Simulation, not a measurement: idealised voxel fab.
The process module that follows is named voxel gate over fins.
The figure presents cross-section cut, which has a width of 180 nm and is divided into square cells with an edge length of 5 nm.
The cross-sections in this document take the form of a grid made of square cells. They are written out as bands, in order from top to bottom. Each band consists of one or more rows of cells. This entry defines a band. It first specifies the height of the band's top and the height of its bottom in nm, and then specifies the band's materials from left to right, stating each material with its width in nm. The word "everywhere" identifies a single material that fills the band from edge to edge, while the word "blank" identifies empty space. Height datum 0, below which the as-received substrate wafer is one material. Lowest band open at the bottom, running downward: "from 0 down". With a width like "30..40", each row of cells in the band differs from the next by the same amount, the top row carrying the first number and the bottom row the second. What does "left unchanged" mean for a step? It means no cell of the cross-section changed in that step. So "Closed internal voids" is basically the list of trapped voids: any empty space of 8 cells or more that can't reach the top through an opening. They're written width x height at distance, the distance being from the left edge, and it's all nm. Past the settings on a step's line: simulator remark, on that step. "overlay nm" answers the question of how far to the right of plan the mask lay on a step that has a mask, and when it is negative the answer is to the left.

**Here's what the planned process steps look like**
1,RECEIVE: material Si
2,CONFORMAL_DEP: material SiN, thk nm 10
3,PATTERN: tone cover, mask id FINS, material resist, width nm 15, pitch nm 35, thk nm 20, overlay nm 0
4,DIRECTIONAL_ETCH: etch materials SiN, depth nm 10
5,DIRECTIONAL_ETCH: etch materials Si, depth nm 35
6,STRIP: etch materials resist
7,OXIDIZE: depth nm 5
8,FILL_DEP: material SiO2, thk nm 5
9,CMP: height nm 10
10,SELECTIVE_ETCH: etch materials SiO2, depth nm 25
11,STRIP: etch materials SiN
12,CONFORMAL_DEP: material HfO2, thk nm 5
13,CONFORMAL_DEP: material TiN, thk nm 5
14,FILL_DEP: material W, thk nm 10
15,CMP: height nm 15
16,CONFORMAL_DEP: material SiN, thk nm 5

**First of two wafers, with the run carried out as planned**

**Cross-section of the incoming wafer, state after step 1**
> from 0 down  Si everywhere
> Closed internal voids: none

**How the wafer stands in section after step 2**
> from 10 to 0  SiN everywhere
> All layers under 0 are left as they were.

**How the wafer stands in section after step 3**
> from 30 to 10  30 blank, then 15 resist, then 20 blank, then 15 resist, then 20 blank, then 15 resist, then 20 blank, then 15 resist, then 30 blank
> All layers under 10 are left as they were.

**How the wafer stands in section after step 4**
> from 30 to 10  30 blank, then 15 resist, then 20 blank, then 15 resist, then 20 blank, then 15 resist, then 20 blank, then 15 resist, then 30 blank
> from 10 to 0  30 blank, then 15 SiN, then 20 blank, then 15 SiN, then 20 blank, then 15 SiN, then 20 blank, then 15 SiN, then 30 blank
> All layers under 0 are left as they were.

**How the wafer stands in section after step 5**
> from 30 to 10  30 blank, then 15 resist, then 20 blank, then 15 resist, then 20 blank, then 15 resist, then 20 blank, then 15 resist, then 30 blank
> from 10 to 0  30 blank, then 15 SiN, then 20 blank, then 15 SiN, then 20 blank, then 15 SiN, then 20 blank, then 15 SiN, then 30 blank
> from 0 to -35  30 blank, then 15 Si, then 20 blank, then 15 Si, then 20 blank, then 15 Si, then 20 blank, then 15 Si, then 30 blank
> All layers under -35 are left as they were.

**How the wafer stands in section after step 6**
> from 10 to 0  30 blank, then 15 SiN, then 20 blank, then 15 SiN, then 20 blank, then 15 SiN, then 20 blank, then 15 SiN, then 30 blank
> All layers under 0 are left as they were.

**How the wafer stands in section after step 7**
> from 10 to 0  30 blank, then 15 SiN, then 20 blank, then 15 SiN, then 20 blank, then 15 SiN, then 20 blank, then 15 SiN, then 30 blank
> from 0 to -35  30 blank, then 5 SiO2, then 5 Si, then 5 SiO2, then 20 blank, then 5 SiO2, then 5 Si, then 5 SiO2, then 20 blank, then 5 SiO2, then 5 Si, then 5 SiO2, then 20 blank, then 5 SiO2, then 5 Si, then 5 SiO2, then 30 blank
> from -35 to -40  35 SiO2, then 5 Si, then 30 SiO2, then 5 Si, then 30 SiO2, then 5 Si, then 30 SiO2, then 5 Si, then 35 SiO2
> All layers under -40 are left as they were.

**How the wafer stands in section after step 8**
> from 15 to 10  SiO2 everywhere
> from 10 to 0  30 SiO2, then 15 SiN, then 20 SiO2, then 15 SiN, then 20 SiO2, then 15 SiN, then 20 SiO2, then 15 SiN, then 30 SiO2
> from 0 to -40  35 SiO2, then 5 Si, then 30 SiO2, then 5 Si, then 30 SiO2, then 5 Si, then 30 SiO2, then 5 Si, then 35 SiO2
> All layers under -40 are left as they were.

**How the wafer stands in section after step 9**
> from 10 to 0  30 SiO2, then 15 SiN, then 20 SiO2, then 15 SiN, then 20 SiO2, then 15 SiN, then 20 SiO2, then 15 SiN, then 30 SiO2
> All layers under 0 are left as they were.

**How the wafer stands in section after step 10**
> from 10 to 0  30 blank, then 15 SiN, then 20 blank, then 15 SiN, then 20 blank, then 15 SiN, then 20 blank, then 15 SiN, then 30 blank
> from 0 to -15  35 blank, then 5 Si, then 30 blank, then 5 Si, then 30 blank, then 5 Si, then 30 blank, then 5 Si, then 35 blank
> All layers under -15 are left as they were.

**How the wafer stands in section after step 11**
> from 0 to -15  35 blank, then 5 Si, then 30 blank, then 5 Si, then 30 blank, then 5 Si, then 30 blank, then 5 Si, then 35 blank
> All layers under -15 are left as they were.

**How the wafer stands in section after step 12**
> from 5 to 0  30 blank, then 15 HfO2, then 20 blank, then 15 HfO2, then 20 blank, then 15 HfO2, then 20 blank, then 15 HfO2, then 30 blank
> from 0 to -10  30 blank, then 5 HfO2, then 5 Si, then 5 HfO2, then 20 blank, then 5 HfO2, then 5 Si, then 5 HfO2, then 20 blank, then 5 HfO2, then 5 Si, then 5 HfO2, then 20 blank, then 5 HfO2, then 5 Si, then 5 HfO2, then 30 blank
> from -10 to -15  35 HfO2, then 5 Si, then 30 HfO2, then 5 Si, then 30 HfO2, then 5 Si, then 30 HfO2, then 5 Si, then 35 HfO2
> All layers under -15 are left as they were.

**How the wafer stands in section after step 13**
> from 10 to 5  25 blank, then 25 TiN, then 10 blank, then 25 TiN, then 10 blank, then 25 TiN, then 10 blank, then 25 TiN, then 25 blank
> from 5 to 0  25 blank, then 5 TiN, then 15 HfO2, then 5 TiN, then 10 blank, then 5 TiN, then 15 HfO2, then 5 TiN, then 10 blank, then 5 TiN, then 15 HfO2, then 5 TiN, then 10 blank, then 5 TiN, then 15 HfO2, then 5 TiN, then 25 blank
> from 0 to -5  25 blank, then 5 TiN, then 5 HfO2, then 5 Si, then 5 HfO2, then 5 TiN, then 10 blank, then 5 TiN, then 5 HfO2, then 5 Si, then 5 HfO2, then 5 TiN, then 10 blank, then 5 TiN, then 5 HfO2, then 5 Si, then 5 HfO2, then 5 TiN, then 10 blank, then 5 TiN, then 5 HfO2, then 5 Si, then 5 HfO2, then 5 TiN, then 25 blank
> from -5 to -10  30 TiN, then 5 HfO2, then 5 Si, then 5 HfO2, then 20 TiN, then 5 HfO2, then 5 Si, then 5 HfO2, then 20 TiN, then 5 HfO2, then 5 Si, then 5 HfO2, then 20 TiN, then 5 HfO2, then 5 Si, then 5 HfO2, then 30 TiN
> All layers under -10 are left as they were.

**How the wafer stands in section after step 14**
> from 20 to 10  W everywhere
> from 10 to 5  25 W, then 25 TiN, then 10 W, then 25 TiN, then 10 W, then 25 TiN, then 10 W, then 25 TiN, then 25 W
> from 5 to 0  25 W, then 5 TiN, then 15 HfO2, then 5 TiN, then 10 W, then 5 TiN, then 15 HfO2, then 5 TiN, then 10 W, then 5 TiN, then 15 HfO2, then 5 TiN, then 10 W, then 5 TiN, then 15 HfO2, then 5 TiN, then 25 W
> from 0 to -5  25 W, then 5 TiN, then 5 HfO2, then 5 Si, then 5 HfO2, then 5 TiN, then 10 W, then 5 TiN, then 5 HfO2, then 5 Si, then 5 HfO2, then 5 TiN, then 10 W, then 5 TiN, then 5 HfO2, then 5 Si, then 5 HfO2, then 5 TiN, then 10 W, then 5 TiN, then 5 HfO2, then 5 Si, then 5 HfO2, then 5 TiN, then 25 W
> All layers under -5 are left as they were.

**How the wafer stands in section after step 15**
> from 15 to 10  W everywhere
> All layers under 10 are left as they were.

**How the wafer stands in section after step 16**
> from 20 to 15  SiN everywhere
> All layers under 15 are left as they were.

**Wafer two of the pair: same origin, same plan, one error during the run; identical to wafer one up to and including step 12**

**Second wafer shown in cross-section at the time step 13 was slated to end**
> from 10 to 5  25 blank, then 25 SiN, then 10 blank, then 25 SiN, then 10 blank, then 25 SiN, then 10 blank, then 25 SiN, then 25 blank
> from 5 to 0  25 blank, then 5 SiN, then 15 HfO2, then 5 SiN, then 10 blank, then 5 SiN, then 15 HfO2, then 5 SiN, then 10 blank, then 5 SiN, then 15 HfO2, then 5 SiN, then 10 blank, then 5 SiN, then 15 HfO2, then 5 SiN, then 25 blank
> from 0 to -5  25 blank, then 5 SiN, then 5 HfO2, then 5 Si, then 5 HfO2, then 5 SiN, then 10 blank, then 5 SiN, then 5 HfO2, then 5 Si, then 5 HfO2, then 5 SiN, then 10 blank, then 5 SiN, then 5 HfO2, then 5 Si, then 5 HfO2, then 5 SiN, then 10 blank, then 5 SiN, then 5 HfO2, then 5 Si, then 5 HfO2, then 5 SiN, then 25 blank
> from -5 to -10  30 SiN, then 5 HfO2, then 5 Si, then 5 HfO2, then 20 SiN, then 5 HfO2, then 5 Si, then 5 HfO2, then 20 SiN, then 5 HfO2, then 5 Si, then 5 HfO2, then 20 SiN, then 5 HfO2, then 5 Si, then 5 HfO2, then 30 SiN
> All layers under -10 are left as they were.

**Second wafer shown in cross-section at the time step 14 was slated to end**
> from 20 to 10  W everywhere
> from 10 to 5  25 W, then 25 SiN, then 10 W, then 25 SiN, then 10 W, then 25 SiN, then 10 W, then 25 SiN, then 25 W
> from 5 to 0  25 W, then 5 SiN, then 15 HfO2, then 5 SiN, then 10 W, then 5 SiN, then 15 HfO2, then 5 SiN, then 10 W, then 5 SiN, then 15 HfO2, then 5 SiN, then 10 W, then 5 SiN, then 15 HfO2, then 5 SiN, then 25 W
> from 0 to -5  25 W, then 5 SiN, then 5 HfO2, then 5 Si, then 5 HfO2, then 5 SiN, then 10 W, then 5 SiN, then 5 HfO2, then 5 Si, then 5 HfO2, then 5 SiN, then 10 W, then 5 SiN, then 5 HfO2, then 5 Si, then 5 HfO2, then 5 SiN, then 10 W, then 5 SiN, then 5 HfO2, then 5 Si, then 5 HfO2, then 5 SiN, then 25 W
> All layers under -5 are left as they were.

**Second wafer shown in cross-section at the time step 15 was slated to end**
> from 15 to 10  W everywhere
> All layers under 10 are left as they were.

**Second wafer shown in cross-section at the time step 16 was slated to end**
> from 20 to 15  SiN everywhere
> All layers under 15 are left as they were.
Nonconformance to the process plan: contrary to plan, step 13 was performed as CONFORMAL_DEP: material SiN, thk nm 5
Wrapping up, a cell-based count of both wafers puts the second over or under the first for these materials: SiN: 60 more | TiN: 60 fewer
